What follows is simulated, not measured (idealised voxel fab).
Process module heading - voxel ribs on slabs
Square cell edge 5 nm, section width 275 nm, ID cut.
Cross-section, as written here: a square-cell grid given band by band from the top down, where a band holds one or more rows of cells.
For a band, the entry starts with two heights in nm, that of the top and then that of the bottom, and carries on with the band's materials in order from left to right, each alongside its width in nm; the word "throughout" beside a single material means it fills the band edge to edge, and "air" means empty space.
The reference from which all heights are counted is 0, the level beneath which the as-received wafer is entirely one material; the lowest band, having no lower bound, proceeds downward and is written after the example "top 0, no bottom".
Read "30..40" as a graded width: first number on top, second number at the bottom, same change between each pair of neighbouring rows.
"nothing altered" -> step changed no cross-section cell.
Enclosed voids (no open way to top), threshold 8 cells or more, entry "Fully enclosed voids", notation width x height at distance, distance from left edge, nm.
What comes after the settings on a step's line is commentary from the simulator itself on that step.
The "overlay nm" setting may appear on a step's line; for a step that uses a mask, it gives how far to the right of its planned position the mask lay, and a negative value indicates the left.
[Intended process steps]
1 RECEIVE,material Si
2 DIRECTIONAL_DEP,material SiO2,thk nm 30
3 DIRECTIONAL_DEP,material SiN,thk nm 25
4 PATTERN,tone cover,mask id RIB,material resist,width nm 30,thk nm 20,overlay nm 0
5 DIRECTIONAL_ETCH,etch materials SiN,depth nm 10
6 STRIP,etch materials resist
7 DIRECTIONAL_DEP,material aC,thk nm 10
8 PATTERN,tone cover,mask id SLAB,material resist,width nm 60,thk nm 30,overlay nm 0
9 DIRECTIONAL_ETCH,etch materials aC,depth nm 10
10 STRIP,etch materials resist
11 DIRECTIONAL_ETCH,etch materials SiN,depth nm 15
12 STRIP,etch materials aC
13 FILL_DEP,material SiO2,thk nm 20
14 CMP,height nm 70
15 DIRECTIONAL_DEP,material TiN,thk nm 10
16 DIRECTIONAL_DEP,material aC,thk nm 15
17 PATTERN,tone cover,mask id HEATER,material resist,width nm 40,thk nm 35,overlay nm 0
18 DIRECTIONAL_ETCH,etch materials aC,depth nm 15
19 STRIP,etch materials resist
20 DIRECTIONAL_ETCH,etch materials TiN,depth nm 10
21 STRIP,etch materials aC
22 CONFORMAL_DEP,material SiO2,thk nm 5
[First of two wafers - as planned]
[as received, after step 1]
- top 0, no bottom  Si throughout
- Fully enclosed voids: none
[The wafer, seen in cross-section, after step 2]
- top 30, bottom 0  SiO2 throughout
- All layers under 0 are left as they were.
[The wafer, seen in cross-section, after step 3]
- top 55, bottom 30  SiN throughout
- All layers under 30 are left as they were.
[The wafer, seen in cross-section, after step 4]
- top 75, bottom 55  air 120 nm | resist 30 nm | air 125 nm
- All layers under 55 are left as they were.
[The wafer, seen in cross-section, after step 5]
- top 75, bottom 55  air 120 nm | resist 30 nm | air 125 nm
- top 55, bottom 45  air 120 nm | SiN 30 nm | air 125 nm
- All layers under 45 are left as they were.
[The wafer, seen in cross-section, after step 6]
- top 55, bottom 45  air 120 nm | SiN 30 nm | air 125 nm
- All layers under 45 are left as they were.
[The wafer, seen in cross-section, after step 7]
- top 65, bottom 55  air 120 nm | aC 30 nm | air 125 nm
- top 55, bottom 45  aC 120 nm | SiN 30 nm | aC 125 nm
- All layers under 45 are left as they were.
[The wafer, seen in cross-section, after step 8]
- top 95, bottom 65  air 105 nm | resist 60 nm | air 110 nm
- top 65, bottom 55  air 105 nm | resist 15 nm | aC 30 nm | resist 15 nm | air 110 nm
- All layers under 55 are left as they were.
[The wafer, seen in cross-section, after step 9]
- top 85, bottom 65  air 105 nm | resist 60 nm | air 110 nm
- top 65, bottom 55  air 105 nm | resist 15 nm | aC 30 nm | resist 15 nm | air 110 nm
- top 55, bottom 45  air 105 nm | aC 15 nm | SiN 30 nm | aC 15 nm | air 110 nm
- All layers under 45 are left as they were.
[The wafer, seen in cross-section, after step 10]
- top 65, bottom 55  air 120 nm | aC 30 nm | air 125 nm
- All layers under 55 are left as they were.
[The wafer, seen in cross-section, after step 11]
- top 65, bottom 55  air 120 nm | aC 30 nm | air 125 nm
- top 55, bottom 45  air 105 nm | aC 15 nm | SiN 30 nm | aC 15 nm | air 110 nm
- top 45, bottom 30  air 105 nm | SiN 60 nm | air 110 nm
- All layers under 30 are left as they were.
[The wafer, seen in cross-section, after step 12]
- top 55, bottom 45  air 120 nm | SiN 30 nm | air 125 nm
- All layers under 45 are left as they were.
[The wafer, seen in cross-section, after step 13]
- top 75, bottom 55  SiO2 throughout
- top 55, bottom 45  SiO2 120 nm | SiN 30 nm | SiO2 125 nm
- top 45, bottom 30  SiO2 105 nm | SiN 60 nm | SiO2 110 nm
- All layers under 30 are left as they were.
[The wafer, seen in cross-section, after step 14]
- top 70, bottom 55  SiO2 throughout
- All layers under 55 are left as they were.
[The wafer, seen in cross-section, after step 15]
- top 80, bottom 70  TiN throughout
- All layers under 70 are left as they were.
[The wafer, seen in cross-section, after step 16]
- top 95, bottom 80  aC throughout
- All layers under 80 are left as they were.
[The wafer, seen in cross-section, after step 17]
- top 130, bottom 95  air 115 nm | resist 40 nm | air 120 nm
- All layers under 95 are left as they were.
[The wafer, seen in cross-section, after step 18]
- top 115, bottom 95  air 115 nm | resist 40 nm | air 120 nm
- top 95, bottom 80  air 115 nm | aC 40 nm | air 120 nm
- All layers under 80 are left as they were.
[The wafer, seen in cross-section, after step 19]
- top 95, bottom 80  air 115 nm | aC 40 nm | air 120 nm
- All layers under 80 are left as they were.
[The wafer, seen in cross-section, after step 20]
- top 95, bottom 80  air 115 nm | aC 40 nm | air 120 nm
- top 80, bottom 70  air 115 nm | TiN 40 nm | air 120 nm
- All layers under 70 are left as they were.
[The wafer, seen in cross-section, after step 21]
- top 80, bottom 70  air 115 nm | TiN 40 nm | air 120 nm
- All layers under 70 are left as they were.
[The wafer, seen in cross-section, after step 22]
- top 85, bottom 80  air 110 nm | SiO2 50 nm | air 115 nm
- top 80, bottom 75  air 110 nm | SiO2 5 nm | TiN 40 nm | SiO2 5 nm | air 115 nm
- top 75, bottom 70  SiO2 115 nm | TiN 40 nm | SiO2 120 nm
- All layers under 70 are left as they were.
[Second of two: same start, same plan, one run error; steps up to and including 21 match the first]
Second wafer profile in section, at the moment step 22 of the plan was meant to be complete: nothing altered
Which mistake was made when the wafer was run? plan step 22 skipped
Wafer comparison, final, in cells, second relative to first, materials more or fewer: 59 fewer of SiO2
